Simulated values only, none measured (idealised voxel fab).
The name of this process module is voxel lift off.
Section cut is 260 nm wide and gridded with 5 nm square cells.
Heads up, the way a cross-section reads in here is a grid of square cells, handed over as bands from the top down, with every band being one or more rows of cells.
The band entry comprises the height of the band's top followed by the height of its bottom, expressed in nm, and subsequently the band's materials from left to right, each stated together with its width in nm. Where a single material is marked with the word "all across", that material fills the band from edge to edge. The word "empty" represents empty space.
The reference from which all heights are counted is 0, the level beneath which the as-received wafer is entirely one material; the lowest band, having no lower bound, proceeds downward and is written after the example "0 down".
The expression "30..40" gives the width at the extremes of the band, the first number at its top row of cells and the second at its bottom row, with the width changing by equal amounts from each row to the next in between.
Where the words "no modification" appear for a step, the cross-section shows no cell changed by that step; every cell remained as before.
Enclosed voids (no open way to top), threshold 8 cells or more, entry "Fully closed voids", notation width x height at distance, distance from left edge, nm.
If you see something after the settings on a step's line, that's the simulator's own remark about that step.
overlay nm: on a step with a mask, how far right of its planned place the mask lay; negative means left.

Here's what the planned process steps look like:
| 1 | RECEIVE: material Si |
| 2 | CONFORMAL_DEP: material SiN, thk nm 15 |
| 3 | PATTERN: tone open, mask id LINES, material resist, width nm 25, pitch nm 50, thk nm 30, overlay nm 0 |
| 4 | DIRECTIONAL_DEP: material Ru, thk nm 15 |
| 5 | STRIP: etch materials resist |
| 6 | CONFORMAL_DEP: material SiCN, thk nm 5 |

Incoming wafer, cross-sectional view, post step 1:
> 0 down: Si all across
> Fully closed voids: none

The first of the two wafers as seen in cross-section once the module was finished; processing followed the plan:
> 35 to 30: empty 60 nm; SiCN 35 nm; empty 15 nm; SiCN 35 nm; empty 15 nm; SiCN 35 nm; empty 65 nm
> 30 to 20: empty 60 nm; SiCN 5 nm; Ru 25 nm; SiCN 5 nm; empty 15 nm; SiCN 5 nm; Ru 25 nm; SiCN 5 nm; empty 15 nm; SiCN 5 nm; Ru 25 nm; SiCN 5 nm; empty 65 nm
> 20 to 15: SiCN 65 nm; Ru 25 nm; SiCN 25 nm; Ru 25 nm; SiCN 25 nm; Ru 25 nm; SiCN 70 nm
> 15 to 0: SiN all across
> 0 down: Si all across
> Fully closed voids: none

Now the second wafer, cross-sectioned at the end of the module. Nothing different at the start, nothing different in the plan compared with the first, just one mistake when it was actually run:
> 35 to 30: empty 50 nm; SiCN 35 nm; empty 15 nm; SiCN 35 nm; empty 15 nm; SiCN 35 nm; empty 75 nm
> 30 to 20: empty 50 nm; SiCN 5 nm; Ru 25 nm; SiCN 5 nm; empty 15 nm; SiCN 5 nm; Ru 25 nm; SiCN 5 nm; empty 15 nm; SiCN 5 nm; Ru 25 nm; SiCN 5 nm; empty 75 nm
> 20 to 15: SiCN 55 nm; Ru 25 nm; SiCN 25 nm; Ru 25 nm; SiCN 25 nm; Ru 25 nm; SiCN 80 nm
> 15 to 0: SiN all across
> 0 down: Si all across
> Fully closed voids: none
what went wrong: step 3 changed vs plan, executed as PATTERN: tone open, mask id LINES, material resist, width nm 25, pitch nm 50, thk nm 30, overlay nm -10
Comparing end states, the material composition by cell count is preserved from the first wafer to the second, while the locations of the cells are not.
